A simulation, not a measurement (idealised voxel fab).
The following process module bears the name voxel wiring stack.
Square cell edge 5 nm, section width 280 nm, ID cut.
Notation: cross-section as square-cell grid; stated in bands, top first, going down; one or more cell rows per band.
What a band's entry tells you: where the top is and where the bottom is, as heights in nm, and after that what lies inside, material by material from left to right, each with its width in nm. Empty space is written as the word "empty", and a single material marked with the word "throughout" occupies the band from edge to edge.
For the purposes of this specification, 0 denotes the height below which the wafer in its as-received condition is composed wholly of one material, and the lowermost band, lacking a lower limit, extends downward without end, as expressed in "from 0 down".
Width spec "30 to 40" -> top row of cells at first value, bottom row at second value, equal per-row change in between.
Where the words "no change" appear for a step, the cross-section shows no cell changed by that step; every cell remained as before.
Under "Closed cavity list" you'll find the enclosed gaps, the ones with no way out to the top, that are 8 cells or bigger; each reads width x height at distance, with distance counted from the left edge, everything in nm.
Heads up: the bit after the settings on a step's line is the simulator's remark on that step.
overlay nm: right-of-plan distance of the mask on a masked step; negative values mean left-of-plan.

### Below is the list of planned process steps
| 1 | op RECEIVE | material Si |
| 2 | op CONFORMAL_DEP | material SiO2 | thk nm 10 |
| 3 | op CONFORMAL_DEP | material SiN | thk nm 5 |
| 4 | op DIRECTIONAL_DEP | material lowk | thk nm 20 |
| 5 | op MASKED_ETCH | tone open | mask id METAL_1 | width nm 20 | pitch nm 50 | etch materials lowk | depth nm 20 | overlay nm 0 |
| 6 | op MASKED_ETCH | tone open | mask id METAL_1 | width nm 20 | pitch nm 50 | etch materials SiN | depth nm 5 | overlay nm 0 |
| 7 | op CONFORMAL_DEP | material TiN | thk nm 5 |
| 8 | op FILL_DEP | material W | thk nm 10 |
| 9 | op CMP | height nm 35 |
| 10 | op CONFORMAL_DEP | material SiCN | thk nm 5 |
| 11 | op DIRECTIONAL_DEP | material SiO2 | thk nm 10 |
| 12 | op DIRECTIONAL_DEP | material aC | thk nm 15 |
| 13 | op PATTERN | tone open | mask id PLUG_1 | material resist | width nm 15 | pitch nm 50 | thk nm 35 | overlay nm 0 |
| 14 | op DIRECTIONAL_ETCH | etch materials aC | depth nm 15 |
| 15 | op STRIP | etch materials resist |
| 16 | op DIRECTIONAL_ETCH | etch materials SiO2 | depth nm 10 |
| 17 | op DIRECTIONAL_ETCH | etch materials SiCN | depth nm 5 |
| 18 | op STRIP | etch materials aC |
| 19 | op EPI | material Ru | thk nm 10 |
| 20 | op EPI | material Ru | thk nm 5 |
| 21 | op DIRECTIONAL_DEP | material TiN | thk nm 5 |
| 22 | op DIRECTIONAL_DEP | material Ru | thk nm 25 |
| 23 | op DIRECTIONAL_DEP | material aC | thk nm 10 |
| 24 | op PATTERN | tone cover | mask id METAL_2 | material resist | width nm 20 | pitch nm 50 | thk nm 25 | overlay nm 0 |
| 25 | op DIRECTIONAL_ETCH | etch materials aC | depth nm 10 |
| 26 | op STRIP | etch materials resist |
| 27 | op DIRECTIONAL_ETCH | etch materials Ru | depth nm 25 |
| 28 | op DIRECTIONAL_ETCH | etch materials TiN | depth nm 5 |
| 29 | op STRIP | etch materials aC |
| 30 | op FILL_DEP | material lowk | thk nm 10 |
| 31 | op CMP | height nm 80 |
| 32 | op CONFORMAL_DEP | material SiN | thk nm 5 |

### On the first of the two wafers: run conducted according to plan

### Delivered wafer in cross-section: state after step 1
* from 0 down | Si throughout
* Closed cavity list: none

### Wafer section view after processing step 2
* from 10 to 0 | SiO2 throughout
* Lower than 0, everything is as it was.

### Wafer section view after processing step 3
* from 15 to 10 | SiN throughout
* Lower than 10, everything is as it was.

### Wafer section view after processing step 4
* from 35 to 15 | lowk throughout
* Lower than 15, everything is as it was.

### Wafer section view after processing step 5
* from 35 to 15 | lowk 55, empty 20, lowk 30, empty 20, lowk 30, empty 20, lowk 30, empty 20, lowk 55
* Lower than 15, everything is as it was.

### Wafer section view after processing step 6
* from 35 to 15 | lowk 55, empty 20, lowk 30, empty 20, lowk 30, empty 20, lowk 30, empty 20, lowk 55
* from 15 to 10 | SiN 55, empty 20, SiN 30, empty 20, SiN 30, empty 20, SiN 30, empty 20, SiN 55
* Lower than 10, everything is as it was.

### Wafer section view after processing step 7
* from 40 to 35 | TiN 60, empty 10, TiN 40, empty 10, TiN 40, empty 10, TiN 40, empty 10, TiN 60
* from 35 to 15 | lowk 55, TiN 5, empty 10, TiN 5, lowk 30, TiN 5, empty 10, TiN 5, lowk 30, TiN 5, empty 10, TiN 5, lowk 30, TiN 5, empty 10, TiN 5, lowk 55
* from 15 to 10 | SiN 55, TiN 20, SiN 30, TiN 20, SiN 30, TiN 20, SiN 30, TiN 20, SiN 55
* Lower than 10, everything is as it was.

### Wafer section view after processing step 8
* from 50 to 40 | W throughout
* from 40 to 35 | TiN 60, W 10, TiN 40, W 10, TiN 40, W 10, TiN 40, W 10, TiN 60
* from 35 to 15 | lowk 55, TiN 5, W 10, TiN 5, lowk 30, TiN 5, W 10, TiN 5, lowk 30, TiN 5, W 10, TiN 5, lowk 30, TiN 5, W 10, TiN 5, lowk 55
* Lower than 15, everything is as it was.

### Wafer section view after processing step 9
* from 35 to 15 | lowk 55, TiN 5, W 10, TiN 5, lowk 30, TiN 5, W 10, TiN 5, lowk 30, TiN 5, W 10, TiN 5, lowk 30, TiN 5, W 10, TiN 5, lowk 55
* Lower than 15, everything is as it was.

### Wafer section view after processing step 10
* from 40 to 35 | SiCN throughout
* Lower than 35, everything is as it was.

### Wafer section view after processing step 11
* from 50 to 40 | SiO2 throughout
* Lower than 40, everything is as it was.

### Wafer section view after processing step 12
* from 65 to 50 | aC throughout
* Lower than 50, everything is as it was.

### Wafer section view after processing step 13
* from 100 to 65 | resist 55, empty 15, resist 35, empty 15, resist 35, empty 15, resist 35, empty 15, resist 60
* Lower than 65, everything is as it was.

### Wafer section view after processing step 14
* from 85 to 65 | resist 55, empty 15, resist 35, empty 15, resist 35, empty 15, resist 35, empty 15, resist 60
* from 65 to 50 | aC 55, empty 15, aC 35, empty 15, aC 35, empty 15, aC 35, empty 15, aC 60
* Lower than 50, everything is as it was.

### Wafer section view after processing step 15
* from 65 to 50 | aC 55, empty 15, aC 35, empty 15, aC 35, empty 15, aC 35, empty 15, aC 60
* Lower than 50, everything is as it was.

### Wafer section view after processing step 16
* from 65 to 50 | aC 55, empty 15, aC 35, empty 15, aC 35, empty 15, aC 35, empty 15, aC 60
* from 50 to 40 | SiO2 55, empty 15, SiO2 35, empty 15, SiO2 35, empty 15, SiO2 35, empty 15, SiO2 60
* Lower than 40, everything is as it was.

### Wafer section view after processing step 17
* from 65 to 50 | aC 55, empty 15, aC 35, empty 15, aC 35, empty 15, aC 35, empty 15, aC 60
* from 50 to 40 | SiO2 55, empty 15, SiO2 35, empty 15, SiO2 35, empty 15, SiO2 35, empty 15, SiO2 60
* from 40 to 35 | SiCN 55, empty 15, SiCN 35, empty 15, SiCN 35, empty 15, SiCN 35, empty 15, SiCN 60
* Lower than 35, everything is as it was.

### Wafer section view after processing step 18
* from 50 to 40 | SiO2 55, empty 15, SiO2 35, empty 15, SiO2 35, empty 15, SiO2 35, empty 15, SiO2 60
* Lower than 40, everything is as it was.

### Wafer section view after processing step 19
* from 50 to 45 | SiO2 55, empty 15, SiO2 35, empty 15, SiO2 35, empty 15, SiO2 35, empty 15, SiO2 60
* from 45 to 40 | SiO2 55, Ru 15, SiO2 35, Ru 15, SiO2 35, Ru 15, SiO2 35, Ru 15, SiO2 60
* from 40 to 35 | SiCN 55, Ru 15, SiCN 35, Ru 15, SiCN 35, Ru 15, SiCN 35, Ru 15, SiCN 60
* Lower than 35, everything is as it was.

### Wafer section view after processing step 20
* from 50 to 40 | SiO2 55, Ru 15, SiO2 35, Ru 15, SiO2 35, Ru 15, SiO2 35, Ru 15, SiO2 60
* Lower than 40, everything is as it was.

### Wafer section view after processing step 21
* from 55 to 50 | TiN throughout
* Lower than 50, everything is as it was.

### Wafer section view after processing step 22
* from 80 to 55 | Ru throughout
* Lower than 55, everything is as it was.

### Wafer section view after processing step 23
* from 90 to 80 | aC throughout
* Lower than 80, everything is as it was.

### Wafer section view after processing step 24
* from 115 to 90 | empty 55, resist 20, empty 30, resist 20, empty 30, resist 20, empty 30, resist 20, empty 55
* Lower than 90, everything is as it was.

### Wafer section view after processing step 25
* from 105 to 90 | empty 55, resist 20, empty 30, resist 20, empty 30, resist 20, empty 30, resist 20, empty 55
* from 90 to 80 | empty 55, aC 20, empty 30, aC 20, empty 30, aC 20, empty 30, aC 20, empty 55
* Lower than 80, everything is as it was.

### Wafer section view after processing step 26
* from 90 to 80 | empty 55, aC 20, empty 30, aC 20, empty 30, aC 20, empty 30, aC 20, empty 55
* Lower than 80, everything is as it was.

### Wafer section view after processing step 27
* from 90 to 80 | empty 55, aC 20, empty 30, aC 20, empty 30, aC 20, empty 30, aC 20, empty 55
* from 80 to 55 | empty 55, Ru 20, empty 30, Ru 20, empty 30, Ru 20, empty 30, Ru 20, empty 55
* Lower than 55, everything is as it was.

### Wafer section view after processing step 28
* from 90 to 80 | empty 55, aC 20, empty 30, aC 20, empty 30, aC 20, empty 30, aC 20, empty 55
* from 80 to 55 | empty 55, Ru 20, empty 30, Ru 20, empty 30, Ru 20, empty 30, Ru 20, empty 55
* from 55 to 50 | empty 55, TiN 20, empty 30, TiN 20, empty 30, TiN 20, empty 30, TiN 20, empty 55
* Lower than 50, everything is as it was.

### Wafer section view after processing step 29
* from 80 to 55 | empty 55, Ru 20, empty 30, Ru 20, empty 30, Ru 20, empty 30, Ru 20, empty 55
* Lower than 55, everything is as it was.

### Wafer section view after processing step 30
* from 90 to 80 | lowk throughout
* from 80 to 55 | lowk 55, Ru 20, lowk 30, Ru 20, lowk 30, Ru 20, lowk 30, Ru 20, lowk 55
* from 55 to 50 | lowk 55, TiN 20, lowk 30, TiN 20, lowk 30, TiN 20, lowk 30, TiN 20, lowk 55
* Lower than 50, everything is as it was.

### Wafer section view after processing step 31
* from 80 to 55 | lowk 55, Ru 20, lowk 30, Ru 20, lowk 30, Ru 20, lowk 30, Ru 20, lowk 55
* Lower than 55, everything is as it was.

### Wafer section view after processing step 32
* from 85 to 80 | SiN throughout
* Lower than 80, everything is as it was.

### Now the other wafer: same start, same recipe, but we messed up one thing when running it. Up to and including step 23 it's the same as the first one

### Second wafer, cross-section, planned end of step 24
* from 115 to 90 | resist 55, empty 20, resist 30, empty 20, resist 30, empty 20, resist 30, empty 20, resist 55
* Lower than 90, everything is as it was.

### Second wafer, cross-section, planned end of step 25
* from 105 to 90 | resist 55, empty 20, resist 30, empty 20, resist 30, empty 20, resist 30, empty 20, resist 55
* from 90 to 80 | aC 55, empty 20, aC 30, empty 20, aC 30, empty 20, aC 30, empty 20, aC 55
* Lower than 80, everything is as it was.

### Second wafer, cross-section, planned end of step 26
* from 90 to 80 | aC 55, empty 20, aC 30, empty 20, aC 30, empty 20, aC 30, empty 20, aC 55
* Lower than 80, everything is as it was.

### Second wafer, cross-section, planned end of step 27
* from 90 to 80 | aC 55, empty 20, aC 30, empty 20, aC 30, empty 20, aC 30, empty 20, aC 55
* from 80 to 55 | Ru 55, empty 20, Ru 30, empty 20, Ru 30, empty 20, Ru 30, empty 20, Ru 55
* Lower than 55, everything is as it was.

### Second wafer, cross-section, planned end of step 28
* from 90 to 80 | aC 55, empty 20, aC 30, empty 20, aC 30, empty 20, aC 30, empty 20, aC 55
* from 80 to 55 | Ru 55, empty 20, Ru 30, empty 20, Ru 30, empty 20, Ru 30, empty 20, Ru 55
* from 55 to 50 | TiN 55, empty 20, TiN 30, empty 20, TiN 30, empty 20, TiN 30, empty 20, TiN 55
* Lower than 50, everything is as it was.

### Second wafer, cross-section, planned end of step 29
* from 80 to 55 | Ru 55, empty 20, Ru 30, empty 20, Ru 30, empty 20, Ru 30, empty 20, Ru 55
* Lower than 55, everything is as it was.

### Second wafer, cross-section, planned end of step 30
* from 90 to 80 | lowk throughout
* from 80 to 55 | Ru 55, lowk 20, Ru 30, lowk 20, Ru 30, lowk 20, Ru 30, lowk 20, Ru 55
* from 55 to 50 | TiN 55, lowk 20, TiN 30, lowk 20, TiN 30, lowk 20, TiN 30, lowk 20, TiN 55
* Lower than 50, everything is as it was.

### Second wafer, cross-section, planned end of step 31
* from 80 to 55 | Ru 55, lowk 20, Ru 30, lowk 20, Ru 30, lowk 20, Ru 30, lowk 20, Ru 55
* Lower than 55, everything is as it was.

### Second wafer, cross-section, planned end of step 32
* from 85 to 80 | SiN throughout
* Lower than 80, everything is as it was.
What broke from the plan during processing? step 24 ran as: op PATTERN | tone open | mask id METAL_2 | material resist | width nm 20 | pitch nm 50 | thk nm 25 | overlay nm 0
The second wafer ends with more or fewer cells of some materials than the first, per final count: +120 Ru; +24 TiN; -144 lowk
